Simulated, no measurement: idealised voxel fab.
The following process module bears the name voxel self aligned contacts.
We display cut, a cross-section 280 nm in width whose square cells are each 5 nm.
A cross-section is a grid of square cells, given in bands from the top down. A band is one or more rows of cells. In this notation a band is specified by the heights of its top and bottom, in that order and in nm, after which its materials appear from left to right, each paired with its width in nm. The word "all across" attached to a single material means that material fills the band from edge to edge; the word "blank" stands for empty space. Heights are expressed relative to 0, this being the level below which the as-received wafer comprises one material exclusively. The lowest band is unbounded in the downward direction and is denoted as in "z 0 and below". Width: "30->40" (first number = top row, second number = bottom row, same change from row to row of cells). Any step labelled "stayed the same" changed none of the cells in the cross-section. The label "Sealed cavities" introduces a list of the empty spaces, 8 cells or larger, that have no open way up to the top; each entry in it reads width x height at distance, where the distance is taken from the left edge and all three are stated in nm. Heads up: the bit after the settings on a step's line is the simulator's remark on that step. Each step line may optionally specify "overlay nm", which for a step with a mask gives the rightward distance between the mask's planned place and where it lay, a negative value indicating the leftward direction.

**The planned process steps are enumerated hereunder**
1 RECEIVE | material Si
2 OXIDIZE | depth nm 5
3 DIRECTIONAL_DEP | material polySi | thk nm 25
4 DIRECTIONAL_DEP | material SiN | thk nm 20
5 MASKED_ETCH | tone cover | mask id GATE | width nm 30 | pitch nm 65 | etch materials SiN | depth nm 20 | overlay nm 0
6 MASKED_ETCH | tone cover | mask id GATE | width nm 30 | pitch nm 65 | etch materials polySi | depth nm 25 | overlay nm 0
7 CONFORMAL_DEP | material SiN | thk nm 10
8 DIRECTIONAL_ETCH | etch materials SiN | depth nm 10
9 FILL_DEP | material SiO2 | thk nm 10
10 CMP | height nm 50
11 PATTERN | tone open | mask id CONTACT | material resist | width nm 45 | pitch nm 65 | thk nm 15 | overlay nm 0
12 DIRECTIONAL_ETCH | etch materials SiO2 | depth nm 55
13 STRIP | etch materials resist
14 CONFORMAL_DEP | material TiN | thk nm 5
15 FILL_DEP | material W | thk nm 5
16 CMP | height nm 50
17 CONFORMAL_DEP | material SiCN | thk nm 5

**So, the first of our two wafers, run just as we planned it**

**Wafer cross-section on receipt, i.e. after step 1**
    z 0 and below | Si all across
    Sealed cavities: none

**How the wafer stands in section after step 2**
    z 0 to -5 | SiO2 all across
    Unchanged below -5.

**How the wafer stands in section after step 3**
    z 25 to 0 | polySi all across
    Unchanged below 0.

**How the wafer stands in section after step 4**
    z 45 to 25 | SiN all across
    Unchanged below 25.

**How the wafer stands in section after step 5**
    z 45 to 25 | blank=60 / SiN=30 / blank=35 / SiN=30 / blank=35 / SiN=30 / blank=60
    Unchanged below 25.

**How the wafer stands in section after step 6**
    z 45 to 25 | blank=60 / SiN=30 / blank=35 / SiN=30 / blank=35 / SiN=30 / blank=60
    z 25 to 0 | blank=60 / polySi=30 / blank=35 / polySi=30 / blank=35 / polySi=30 / blank=60
    Unchanged below 0.

**How the wafer stands in section after step 7**
    z 55 to 25 | blank=50 / SiN=50 / blank=15 / SiN=50 / blank=15 / SiN=50 / blank=50
    z 25 to 10 | blank=50 / SiN=10 / polySi=30 / SiN=10 / blank=15 / SiN=10 / polySi=30 / SiN=10 / blank=15 / SiN=10 / polySi=30 / SiN=10 / blank=50
    z 10 to 0 | SiN=60 / polySi=30 / SiN=35 / polySi=30 / SiN=35 / polySi=30 / SiN=60
    Unchanged below 0.

**How the wafer stands in section after step 8**
    z 45 to 25 | blank=50 / SiN=50 / blank=15 / SiN=50 / blank=15 / SiN=50 / blank=50
    z 25 to 0 | blank=50 / SiN=10 / polySi=30 / SiN=10 / blank=15 / SiN=10 / polySi=30 / SiN=10 / blank=15 / SiN=10 / polySi=30 / SiN=10 / blank=50
    Unchanged below 0.

**How the wafer stands in section after step 9**
    z 55 to 45 | SiO2 all across
    z 45 to 25 | SiO2=50 / SiN=50 / SiO2=15 / SiN=50 / SiO2=15 / SiN=50 / SiO2=50
    z 25 to 0 | SiO2=50 / SiN=10 / polySi=30 / SiN=10 / SiO2=15 / SiN=10 / polySi=30 / SiN=10 / SiO2=15 / SiN=10 / polySi=30 / SiN=10 / SiO2=50
    Unchanged below 0.

**How the wafer stands in section after step 10**
    z 50 to 45 | SiO2 all across
    Unchanged below 45.

**How the wafer stands in section after step 11**
    z 65 to 50 | resist=85 / blank=45 / resist=20 / blank=45 / resist=85
    Unchanged below 50.

**How the wafer stands in section after step 12**
    z 65 to 50 | resist=85 / blank=45 / resist=20 / blank=45 / resist=85
    z 50 to 45 | SiO2=85 / blank=45 / SiO2=20 / blank=45 / SiO2=85
    z 45 to 25 | SiO2=50 / SiN=50 / blank=15 / SiN=50 / blank=15 / SiN=50 / SiO2=50
    z 25 to 0 | SiO2=50 / SiN=10 / polySi=30 / SiN=10 / blank=15 / SiN=10 / polySi=30 / SiN=10 / blank=15 / SiN=10 / polySi=30 / SiN=10 / SiO2=50
    z 0 to -5 | SiO2=100 / blank=15 / SiO2=50 / blank=15 / SiO2=100
    Unchanged below -5.

**How the wafer stands in section after step 13**
    z 50 to 45 | SiO2=85 / blank=45 / SiO2=20 / blank=45 / SiO2=85
    Unchanged below 45.

**How the wafer stands in section after step 14**
    z 55 to 50 | TiN=90 / blank=35 / TiN=30 / blank=35 / TiN=90
    z 50 to 45 | SiO2=85 / TiN=20 / blank=5 / TiN=20 / SiO2=20 / TiN=20 / blank=5 / TiN=20 / SiO2=85
    z 45 to 25 | SiO2=50 / SiN=50 / TiN=5 / blank=5 / TiN=5 / SiN=50 / TiN=5 / blank=5 / TiN=5 / SiN=50 / SiO2=50
    z 25 to 0 | SiO2=50 / SiN=10 / polySi=30 / SiN=10 / TiN=5 / blank=5 / TiN=5 / SiN=10 / polySi=30 / SiN=10 / TiN=5 / blank=5 / TiN=5 / SiN=10 / polySi=30 / SiN=10 / SiO2=50
    z 0 to -5 | SiO2=100 / TiN=15 / SiO2=50 / TiN=15 / SiO2=100
    Unchanged below -5.

**How the wafer stands in section after step 15**
    z 60 to 55 | W all across
    z 55 to 50 | TiN=90 / W=35 / TiN=30 / W=35 / TiN=90
    z 50 to 45 | SiO2=85 / TiN=20 / W=5 / TiN=20 / SiO2=20 / TiN=20 / W=5 / TiN=20 / SiO2=85
    z 45 to 25 | SiO2=50 / SiN=50 / TiN=5 / W=5 / TiN=5 / SiN=50 / TiN=5 / W=5 / TiN=5 / SiN=50 / SiO2=50
    z 25 to 0 | SiO2=50 / SiN=10 / polySi=30 / SiN=10 / TiN=5 / W=5 / TiN=5 / SiN=10 / polySi=30 / SiN=10 / TiN=5 / W=5 / TiN=5 / SiN=10 / polySi=30 / SiN=10 / SiO2=50
    Unchanged below 0.

**How the wafer stands in section after step 16**
    z 50 to 45 | SiO2=85 / TiN=20 / W=5 / TiN=20 / SiO2=20 / TiN=20 / W=5 / TiN=20 / SiO2=85
    Unchanged below 45.

**How the wafer stands in section after step 17**
    z 55 to 50 | SiCN all across
    Unchanged below 50.

**Notes, second wafer: start = first wafer's, plan = first wafer's, execution had one mistake; history identical to first through step 3**

**Second wafer, cut view, end of step 4 per plan**
    z 65 to 25 | SiN all across
    Unchanged below 25.

**Second wafer, cut view, end of step 5 per plan**
    z 65 to 45 | blank=60 / SiN=30 / blank=35 / SiN=30 / blank=35 / SiN=30 / blank=60
    Unchanged below 45.

Second wafer, cut view, end of step 6 per plan: stayed the same

**Second wafer, cut view, end of step 7 per plan**
    z 75 to 55 | blank=50 / SiN=50 / blank=15 / SiN=50 / blank=15 / SiN=50 / blank=50
    z 55 to 25 | SiN all across
    Unchanged below 25.

**Second wafer, cut view, end of step 8 per plan**
    z 65 to 45 | blank=50 / SiN=50 / blank=15 / SiN=50 / blank=15 / SiN=50 / blank=50
    Unchanged below 45.

**Second wafer, cut view, end of step 9 per plan**
    z 75 to 65 | SiO2 all across
    z 65 to 45 | SiO2=50 / SiN=50 / SiO2=15 / SiN=50 / SiO2=15 / SiN=50 / SiO2=50
    Unchanged below 45.

**Second wafer, cut view, end of step 10 per plan**
    z 50 to 45 | SiO2=50 / SiN=50 / SiO2=15 / SiN=50 / SiO2=15 / SiN=50 / SiO2=50
    Unchanged below 45.

**Second wafer, cut view, end of step 11 per plan**
    z 65 to 50 | resist=85 / blank=45 / resist=20 / blank=45 / resist=85
    Unchanged below 50.

**Second wafer, cut view, end of step 12 per plan**
    z 65 to 50 | resist=85 / blank=45 / resist=20 / blank=45 / resist=85
    z 50 to 45 | SiO2=50 / SiN=50 / blank=15 / SiN=50 / blank=15 / SiN=50 / SiO2=50
    Unchanged below 45.

**Second wafer, cut view, end of step 13 per plan**
    z 50 to 45 | SiO2=50 / SiN=50 / blank=15 / SiN=50 / blank=15 / SiN=50 / SiO2=50
    Unchanged below 45.

**Second wafer, cut view, end of step 14 per plan**
    z 55 to 50 | TiN=105 / blank=5 / TiN=60 / blank=5 / TiN=105
    z 50 to 45 | SiO2=50 / SiN=50 / TiN=15 / SiN=50 / TiN=15 / SiN=50 / SiO2=50
    Unchanged below 45.

**Second wafer, cut view, end of step 15 per plan**
    z 60 to 55 | W all across
    z 55 to 50 | TiN=105 / W=5 / TiN=60 / W=5 / TiN=105
    Unchanged below 50.

**Second wafer, cut view, end of step 16 per plan**
    z 50 to 45 | SiO2=50 / SiN=50 / TiN=15 / SiN=50 / TiN=15 / SiN=50 / SiO2=50
    Unchanged below 45.

**Second wafer, cut view, end of step 17 per plan**
    z 55 to 50 | SiCN all across
    Unchanged below 50.
Against the plan, the run slipped here: step 4 of the plan was executed twice over
FYI, end of process, the second wafer has more or fewer cells of some materials than the first: SiN +74; SiO2 -192; TiN -52; W -20; polySi +190
